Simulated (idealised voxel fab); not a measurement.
process module | voxel wiring stack
cross-section cut | 260 nm wide | cells 5 nm
A cross-section is a grid of square cells, given in bands from the top down. A band is one or more rows of cells.
Each band's line starts with the height of the band's top and of its bottom, in nm. Then come its materials from left to right, each with its width in nm. One material with "throughout" fills the band from edge to edge. "air" is empty space.
Height 0 is the level under which the wafer as received is all one material. The lowest band goes on downwards, as in "0 down".
A width such as "30 to 40" changes by the same amount from each row of cells to the next, from the band's top row to its bottom row.
"no change" after a step means that no cell of the cross-section changed.
closed voids: empty space of 8 cells or more with no open way to the top, each as width x height at its distance from the left edge, in nm
after a step's settings: what the simulator itself notes on the step
overlay nm, on a step with a mask: how far to the right of its planned place the mask lay; to the left if negative
plan
1 op RECEIVE | material Si
2 op CONFORMAL_DEP | material SiO2 | thk nm 15
3 op DIRECTIONAL_DEP | material TiN | thk nm 5
4 op DIRECTIONAL_DEP | material Ru | thk nm 25
5 op PATTERN | tone cover | mask id METAL_1 | material resist | width nm 20 | pitch nm 50 | thk nm 20 | overlay nm 0
6 op DIRECTIONAL_ETCH | etch materials Ru | depth nm 25
7 op DIRECTIONAL_ETCH | etch materials TiN | depth nm 5
8 op STRIP | etch materials resist
9 op FILL_DEP | material lowk | thk nm 10
10 op CMP | height nm 45
11 op CONFORMAL_DEP | material SiCN | thk nm 5
12 op DIRECTIONAL_DEP | material lowk | thk nm 25
13 op DIRECTIONAL_DEP | material aC | thk nm 15
14 op PATTERN | tone open | mask id METAL_2_HOLES | material resist | width nm 15 | thk nm 35 | overlay nm 0
15 op DIRECTIONAL_ETCH | etch materials aC | depth nm 15
16 op STRIP | etch materials resist
17 op DIRECTIONAL_ETCH | etch materials lowk | depth nm 25
18 op STRIP | etch materials aC
19 op PATTERN | tone open | mask id METAL_2 | material resist | width nm 20 | pitch nm 50 | thk nm 15 | overlay nm 0
20 op DIRECTIONAL_ETCH | etch materials lowk | depth nm 15
21 op DIRECTIONAL_ETCH | etch materials SiCN | depth nm 5
22 op STRIP | etch materials resist
23 op CONFORMAL_DEP | material TiN | thk nm 5
24 op FILL_DEP | material Cu | thk nm 5
25 op CMP | height nm 75
26 op CONFORMAL_DEP | material SiCN | thk nm 5
27 op DIRECTIONAL_DEP | material SiO2 | thk nm 30
28 op DIRECTIONAL_DEP | material aC | thk nm 15
29 op PATTERN | tone open | mask id METAL_3_HOLES | material resist | width nm 15 | thk nm 35 | overlay nm 0
30 op DIRECTIONAL_ETCH | etch materials aC | depth nm 15
31 op STRIP | etch materials resist
32 op DIRECTIONAL_ETCH | etch materials SiO2 | depth nm 30
33 op STRIP | etch materials aC
34 op DIRECTIONAL_DEP | material aC | thk nm 10
35 op PATTERN | tone open | mask id METAL_3 | material resist | width nm 20 | pitch nm 50 | thk nm 30 | overlay nm 0
36 op DIRECTIONAL_ETCH | etch materials aC | depth nm 10
37 op STRIP | etch materials resist
38 op DIRECTIONAL_ETCH | etch materials SiO2 | depth nm 15
39 op DIRECTIONAL_ETCH | etch materials SiCN | depth nm 5
40 op STRIP | etch materials aC
41 op CONFORMAL_DEP | material TiN | thk nm 5
42 op FILL_DEP | material Cu | thk nm 10
43 op CMP | height nm 110
44 op CONFORMAL_DEP | material SiCN | thk nm 5
45 op DIRECTIONAL_DEP | material lowk | thk nm 15
46 op MASKED_ETCH | tone open | mask id PLUG_3 | width nm 15 | etch materials lowk | depth nm 15 | overlay nm 0
47 op MASKED_ETCH | tone open | mask id PLUG_3 | width nm 15 | etch materials SiCN | depth nm 5 | overlay nm 0
48 op EPI | material Ru | thk nm 10
49 op EPI | material Ru | thk nm 10
50 op DIRECTIONAL_DEP | material TiN | thk nm 5
51 op DIRECTIONAL_DEP | material Ru | thk nm 15
52 op DIRECTIONAL_DEP | material aC | thk nm 15
53 op PATTERN | tone cover | mask id METAL_4 | material resist | width nm 20 | pitch nm 50 | thk nm 35 | overlay nm 0
54 op DIRECTIONAL_ETCH | etch materials aC | depth nm 5
55 op STRIP | etch materials resist
56 op DIRECTIONAL_ETCH | etch materials Ru | depth nm 15
57 op DIRECTIONAL_ETCH | etch materials TiN | depth nm 5
58 op STRIP | etch materials aC
59 op FILL_DEP | material lowk | thk nm 5
60 op CMP | height nm 150
61 op CONFORMAL_DEP | material SiN | thk nm 5
varied across the wafers: depth nm of step 54. The plan shows the first wafer's value. All wafers start alike
first wafer as received, after step 1
  0 down: Si throughout
  closed voids: none
first wafer at the end, after step 61
  155 to 150: SiN throughout
  150 to 135: Ru throughout
  135 to 130: TiN throughout
  130 to 115: lowk 95 | Ru 15 | lowk 150
  115 to 110: SiCN 95 | Ru 15 | SiCN 150
  110 to 100: SiO2 95 | TiN 5 | Cu 10 | TiN 5 | SiO2 30 | TiN 5 | Cu 10 | TiN 5 | SiO2 95
  100 to 95: SiO2 95 | TiN 5 | Cu 5 | TiN 10 | SiO2 30 | TiN 20 | SiO2 95
  95 to 80: SiO2 95 | TiN 5 | Cu 5 | TiN 5 | SiO2 150
  80 to 75: SiCN 95 | TiN 15 | SiCN 150
  75 to 65: lowk 95 | TiN 5 | Cu 10 | TiN 5 | lowk 30 | TiN 5 | Cu 10 | TiN 5 | lowk 95
  65 to 60: lowk 95 | TiN 5 | Cu 5 | TiN 10 | lowk 30 | TiN 20 | lowk 95
  60 to 50: lowk 95 | TiN 5 | Cu 5 | TiN 5 | lowk 150
  50 to 45: SiCN 95 | TiN 15 | SiCN 150
  45 to 20: lowk 95 | Ru 20 | lowk 30 | Ru 20 | lowk 95
  20 to 15: lowk 95 | TiN 20 | lowk 30 | TiN 20 | lowk 95
  15 to 0: SiO2 throughout
  0 down: Si throughout
  closed voids: none
last wafer at the end
  155 to 150: SiN throughout
  150 to 135: lowk 95 | Ru 20 | lowk 30 | Ru 20 | lowk 95
  135 to 130: lowk 95 | TiN 20 | lowk 30 | TiN 20 | lowk 95
  130 to 115: lowk 95 | Ru 15 | lowk 150
  115 to 110: SiCN 95 | Ru 15 | SiCN 150
  110 to 100: SiO2 95 | TiN 5 | Cu 10 | TiN 5 | SiO2 30 | TiN 5 | Cu 10 | TiN 5 | SiO2 95
  100 to 95: SiO2 95 | TiN 5 | Cu 5 | TiN 10 | SiO2 30 | TiN 20 | SiO2 95
  95 to 80: SiO2 95 | TiN 5 | Cu 5 | TiN 5 | SiO2 150
  80 to 75: SiCN 95 | TiN 15 | SiCN 150
  75 to 65: lowk 95 | TiN 5 | Cu 10 | TiN 5 | lowk 30 | TiN 5 | Cu 10 | TiN 5 | lowk 95
  65 to 60: lowk 95 | TiN 5 | Cu 5 | TiN 10 | lowk 30 | TiN 20 | lowk 95
  60 to 50: lowk 95 | TiN 5 | Cu 5 | TiN 5 | lowk 150
  50 to 45: SiCN 95 | TiN 15 | SiCN 150
  45 to 20: lowk 95 | Ru 20 | lowk 30 | Ru 20 | lowk 95
  20 to 15: lowk 95 | TiN 20 | lowk 30 | TiN 20 | lowk 95
  15 to 0: SiO2 throughout
  0 down: Si throughout
  closed voids: none
each wafer at the end: cells of each material gained (+) or lost (-) since it was received, then its closed voids
depth nm 5 | +23 Cu | +208 Ru | +147 SiCN | +52 SiN | +435 SiO2 | +106 TiN | +641 lowk | closed voids: none
depth nm 10 | +23 Cu | +208 Ru | +147 SiCN | +52 SiN | +435 SiO2 | +106 TiN | +641 lowk | closed voids: none
depth nm 15 | +23 Cu | +76 Ru | +147 SiCN | +52 SiN | +435 SiO2 | +62 TiN | +817 lowk | closed voids: none
depth nm 20 | +23 Cu | +76 Ru | +147 SiCN | +52 SiN | +435 SiO2 | +62 TiN | +817 lowk | closed voids: none
depth nm 25 | +23 Cu | +76 Ru | +147 SiCN | +52 SiN | +435 SiO2 | +62 TiN | +817 lowk | closed voids: none
depth nm 30 | +23 Cu | +76 Ru | +147 SiCN | +52 SiN | +435 SiO2 | +62 TiN | +817 lowk | closed voids: none
